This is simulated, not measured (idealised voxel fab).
process module | voxel capacitor over wiring
cross-section cut | 240 nm wide | cells 5 nm
A cross-section is a grid of square cells, given in bands from the top down. A band is one or more rows of cells.
Each band's line starts with the height of the band's top and of its bottom, in nm. Then come its materials from left to right, each with its width in nm. One material with "throughout" fills the band from edge to edge. "air" is empty space.
Height 0 is the level under which the wafer as received is all one material. The lowest band goes on downwards, as in "0 down".
A width such as "30 to 40" changes by the same amount from each row of cells to the next, from the band's top row to its bottom row.
"no change" after a step means that no cell of the cross-section changed.
closed voids: empty space of 8 cells or more with no open way to the top, each as width x height at its distance from the left edge, in nm
after a step's settings: what the simulator itself notes on the step
overlay nm, on a step with a mask: how far to the right of its planned place the mask lay; to the left if negative
plan
1 op RECEIVE | material Si
2 op CONFORMAL_DEP | material SiO2 | thk nm 15
3 op DIRECTIONAL_DEP | material TiN | thk nm 5
4 op DIRECTIONAL_DEP | material W | thk nm 15
5 op MASKED_ETCH | tone cover | mask id METAL_1 | width nm 30 | pitch nm 90 | etch materials W | depth nm 15 | overlay nm 0
6 op MASKED_ETCH | tone cover | mask id METAL_1 | width nm 30 | pitch nm 90 | etch materials TiN | depth nm 5 | overlay nm 0
7 op FILL_DEP | material SiO2 | thk nm 5
8 op CMP | height nm 35
9 op CONFORMAL_DEP | material SiCN | thk nm 5
10 op DIRECTIONAL_DEP | material SiO2 | thk nm 20
11 op DIRECTIONAL_DEP | material aC | thk nm 10
12 op PATTERN | tone open | mask id PLUG_1 | material resist | width nm 15 | thk nm 30 | overlay nm 0
13 op DIRECTIONAL_ETCH | etch materials aC | depth nm 10
14 op STRIP | etch materials resist
15 op DIRECTIONAL_ETCH | etch materials SiO2 | depth nm 20
16 op DIRECTIONAL_ETCH | etch materials SiCN | depth nm 5
17 op STRIP | etch materials aC
18 op EPI | material Ru | thk nm 10
19 op EPI | material Ru | thk nm 10
20 op EPI | material Ru | thk nm 5
21 op DIRECTIONAL_DEP | material TiN | thk nm 5
22 op DIRECTIONAL_DEP | material SiN | thk nm 5
23 op DIRECTIONAL_DEP | material TiN | thk nm 5
24 op MASKED_ETCH | tone cover | mask id UPPER_PLATE | width nm 55 | etch materials TiN | depth nm 5 | overlay nm 0
25 op MASKED_ETCH | tone cover | mask id UPPER_PLATE | width nm 65 | etch materials SiN | depth nm 5 | overlay nm 0
26 op MASKED_ETCH | tone cover | mask id LOWER_PLATE | width nm 75 | etch materials TiN | depth nm 5 | overlay nm 0
27 op FILL_DEP | material SiO2 | thk nm 20
28 op CMP | height nm 90
29 op DIRECTIONAL_DEP | material aC | thk nm 10
30 op PATTERN | tone open | mask id PLUG_2 | material resist | width nm 15 | thk nm 30 | overlay nm 0
31 op DIRECTIONAL_ETCH | etch materials aC | depth nm 10
32 op STRIP | etch materials resist
33 op DIRECTIONAL_ETCH | etch materials SiO2 | depth nm 15
34 op STRIP | etch materials aC
35 op CONFORMAL_DEP | material TiN | thk nm 5
36 op FILL_DEP | material W | thk nm 5
37 op CMP | height nm 90
38 op CONFORMAL_DEP | material SiCN | thk nm 5
varied across the wafers: width nm of step 24. The plan shows the first wafer's value. All wafers start alike
first wafer as received, after step 1
  0 down: Si throughout
  closed voids: none
each wafer at the end: cells of each material gained (+) or lost (-) since it was received, then its closed voids
width nm 55 | +15 Ru | +93 SiCN | +13 SiN | +708 SiO2 | +45 TiN | +38 W | closed voids: none
width nm 60 | +15 Ru | +93 SiCN | +13 SiN | +707 SiO2 | +46 TiN | +38 W | closed voids: none
width nm 65 | +15 Ru | +93 SiCN | +13 SiN | +706 SiO2 | +47 TiN | +38 W | closed voids: none
width nm 70 | +15 Ru | +93 SiCN | +14 SiN | +704 SiO2 | +48 TiN | +38 W | closed voids: none
width nm 75 | +15 Ru | +93 SiCN | +15 SiN | +702 SiO2 | +49 TiN | +38 W | closed voids: none
width nm 80 | +15 Ru | +93 SiCN | +16 SiN | +700 SiO2 | +50 TiN | +38 W | closed voids: none
